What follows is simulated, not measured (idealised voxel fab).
voxel released beams: a process module
Square cell edge 5 nm, section width 210 nm, ID cut.
Heads up, the way a cross-section reads in here is a grid of square cells, handed over as bands from the top down, with every band being one or more rows of cells. It is stipulated that each band's entry specify, in nanometres, the height of the top of the band and then that of its bottom, followed by the materials of the band in left-to-right sequence, each together with its width in nanometres. A single material marked by the word "all across" is understood to fill the band from edge to edge; the word "blank" is understood to denote empty space. Height datum 0, below which the as-received substrate wafer is one material. Lowest band open at the bottom, running downward: "0 nm and below". Width "30 to 40": first value at the band's top row of cells, second value at its bottom row, equal change from row to row. Where the words "remained unchanged" appear for a step, the cross-section shows no cell changed by that step; every cell remained as before. If an empty space has no open way to the top and is at least 8 cells in size, "Enclosed void catalog" lists it, written width x height at distance, where distance is measured from the left edge and every value is in nm. On a step's line, text after the settings is the simulator commenting on that step. overlay nm: right-of-plan distance of the mask on a masked step; negative values mean left-of-plan.

THE PROCESS STEPS THAT WERE PLANNED ARE LISTED BELOW
1,RECEIVE, material Si
2,CONFORMAL_DEP, material SiN, thk nm 10
3,DIRECTIONAL_DEP, material SiO2, thk nm 15
4,DIRECTIONAL_DEP, material aC, thk nm 15
5,PATTERN, tone open, mask id ANCHOR, material resist, width nm 45, thk nm 30, overlay nm 0
6,DIRECTIONAL_ETCH, etch materials aC, depth nm 15
7,STRIP, etch materials resist
8,DIRECTIONAL_ETCH, etch materials SiO2, depth nm 15
9,STRIP, etch materials aC
10,CONFORMAL_DEP, material W, thk nm 15
11,DIRECTIONAL_DEP, material aC, thk nm 15
12,PATTERN, tone cover, mask id BEAM, material resist, width nm 120, thk nm 35, overlay nm 0
13,DIRECTIONAL_ETCH, etch materials aC, depth nm 15
14,STRIP, etch materials resist
15,DIRECTIONAL_ETCH, etch materials W, depth nm 15
16,STRIP, etch materials aC
17,STRIP, etch materials SiO2

WAFER AS RECEIVED: CROSS-SECTION FOLLOWING STEP 1
> 0 nm and below  Si all across
> Enclosed void catalog: none

FINAL CROSS-SECTION, MODULE RUN WITH ONE MISTAKE (START AND PLAN AS ABOVE)
> 55 nm to 40 nm  blank: 40, then W: 120, then blank: 50
> 40 nm to 25 nm  W all across
> 25 nm to 10 nm  SiO2: 45, then W: 45, then SiO2: 120
> 10 nm to 0 nm  SiN all across
> 0 nm and below  Si all across
> Enclosed void catalog: none
Against the plan, the run slipped here: step 10 of the plan was carried out twice
